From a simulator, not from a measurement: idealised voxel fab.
process module | voxel transistor to metal
cross-section cut | 180 nm wide | cells 5 nm
A cross-section is a grid of square cells, given in bands from the top down. A band is one or more rows of cells.
Each band's line starts with the height of the band's top and of its bottom, in nm. Then come its materials from left to right, each with its width in nm. One material with "throughout" fills the band from edge to edge. "air" is empty space.
Height 0 is the level under which the wafer as received is all one material. The lowest band goes on downwards, as in "0 down".
A width such as "30 to 40" changes by the same amount from each row of cells to the next, from the band's top row to its bottom row.
"no change" after a step means that no cell of the cross-section changed.
closed voids: empty space of 8 cells or more with no open way to the top, each as width x height at its distance from the left edge, in nm
after a step's settings: what the simulator itself notes on the step
overlay nm, on a step with a mask: how far to the right of its planned place the mask lay; to the left if negative
plan
1 op RECEIVE | material Si
2 op OXIDIZE | depth nm 5
3 op CONFORMAL_DEP | material SiN | thk nm 10
4 op MASKED_ETCH | tone cover | mask id ACTIVE | width nm 125 | etch materials SiN | depth nm 10 | overlay nm 0
5 op MASKED_ETCH | tone cover | mask id ACTIVE | width nm 125 | etch materials SiO2 | depth nm 5 | overlay nm 0
6 op MASKED_ETCH | tone cover | mask id ACTIVE | width nm 125 | etch materials Si | depth nm 20 | overlay nm 0
7 op OXIDIZE | depth nm 5
8 op FILL_DEP | material SiO2 | thk nm 15
9 op CMP | height nm 10
10 op SELECTIVE_ETCH | etch materials SiO2 | depth nm 5
11 op STRIP | etch materials SiN
12 op SELECTIVE_ETCH | etch materials SiO2 | depth nm 5
13 op OXIDIZE | depth nm 5
14 op DIRECTIONAL_DEP | material polySi | thk nm 25
15 op DIRECTIONAL_DEP | material SiCN | thk nm 10
16 op MASKED_ETCH | tone cover | mask id GATE | width nm 35 | etch materials SiCN | depth nm 20 | overlay nm 0
17 op MASKED_ETCH | tone cover | mask id GATE | width nm 35 | etch materials polySi | depth nm 35 | overlay nm 0
18 op CONFORMAL_DEP | material SiO2 | thk nm 5
19 op DIRECTIONAL_ETCH | etch materials SiO2 | depth nm 5
20 op CONFORMAL_DEP | material SiN | thk nm 5
21 op DIRECTIONAL_ETCH | etch materials SiN | depth nm 5
22 op DIRECTIONAL_ETCH | etch materials SiO2 | depth nm 5
23 op DIRECTIONAL_ETCH | etch materials Si | depth nm 10
24 op EPI | material SiGe | thk nm 15
25 op FILL_DEP | material SiO2 | thk nm 10
26 op CMP | height nm 20
27 op STRIP | etch materials polySi
28 op SELECTIVE_ETCH | etch materials SiO2 | depth nm 5
29 op CONFORMAL_DEP | material HfO2 | thk nm 5
30 op CONFORMAL_DEP | material TiN | thk nm 5
31 op FILL_DEP | material W | thk nm 10
32 op CMP | height nm 15
33 op DIRECTIONAL_DEP | material SiO2 | thk nm 15
34 op MASKED_ETCH | tone open | mask id CONTACT | width nm 20 | pitch nm 85 | etch materials SiO2 | depth nm 35 | overlay nm 0
35 op CONFORMAL_DEP | material TiN | thk nm 5
36 op FILL_DEP | material Ru | thk nm 5
37 op CMP | height nm 30
38 op CONFORMAL_DEP | material SiN | thk nm 5
39 op DIRECTIONAL_DEP | material lowk | thk nm 15
40 op DIRECTIONAL_DEP | material aC | thk nm 15
41 op PATTERN | tone open | mask id METAL_1 | material resist | width nm 20 | pitch nm 85 | thk nm 35 | overlay nm 0
42 op DIRECTIONAL_ETCH | etch materials aC | depth nm 15
43 op STRIP | etch materials resist
44 op DIRECTIONAL_ETCH | etch materials lowk | depth nm 15
45 op DIRECTIONAL_ETCH | etch materials SiN | depth nm 5
46 op STRIP | etch materials aC
47 op CONFORMAL_DEP | material TiN | thk nm 5
48 op FILL_DEP | material Ru | thk nm 5
49 op CMP | height nm 50
50 op CONFORMAL_DEP | material SiCN | thk nm 5
as received, after step 1
  0 down: Si throughout
  closed voids: none
a wafer at the end: this start, this plan, one mistake
  55 to 50: SiCN throughout
  50 to 35: lowk 35 | TiN 5 | Ru 10 | TiN 5 | lowk 65 | TiN 5 | Ru 10 | TiN 5 | lowk 40
  35 to 30: SiN 35 | TiN 20 | SiN 65 | TiN 20 | SiN 40
  30 to 15: SiO2 35 | TiN 5 | Ru 10 | TiN 5 | SiO2 65 | TiN 5 | Ru 10 | TiN 5 | SiO2 40
  15 to 10: SiO2 35 | TiN 5 | Ru 10 | TiN 5 | SiO2 5 | SiN 5 | TiN 5 | W 35 | TiN 5 | SiN 5 | SiO2 5 | TiN 5 | Ru 10 | TiN 5 | SiO2 40
  10 to 5: SiO2 35 | TiN 20 | SiO2 5 | SiN 5 | TiN 5 | W 35 | TiN 5 | SiN 5 | SiO2 5 | TiN 20 | SiO2 40
  5 to 0: SiO2 35 | TiN 10 | SiGe 15 | SiN 5 | TiN 5 | W 35 | TiN 5 | SiN 5 | SiGe 15 | TiN 10 | SiO2 40
  0 to -5: SiO2 25 | SiN 5 | SiO2 5 | TiN 10 | SiGe 15 | SiN 5 | TiN 5 | W 35 | TiN 5 | SiN 5 | SiGe 15 | TiN 10 | SiO2 5 | SiN 5 | SiO2 30
  -5 to -10: SiO2 30 | SiGe 30 | SiO2 5 | TiN 45 | SiO2 5 | SiGe 30 | SiO2 35
  -10 to -20: SiO2 30 | SiGe 30 | Si 55 | SiGe 30 | SiO2 35
  -20 to -30: SiO2 30 | Si 115 | SiO2 35
  -30 down: Si throughout
  closed voids: none
what went wrong: step 29 was left out
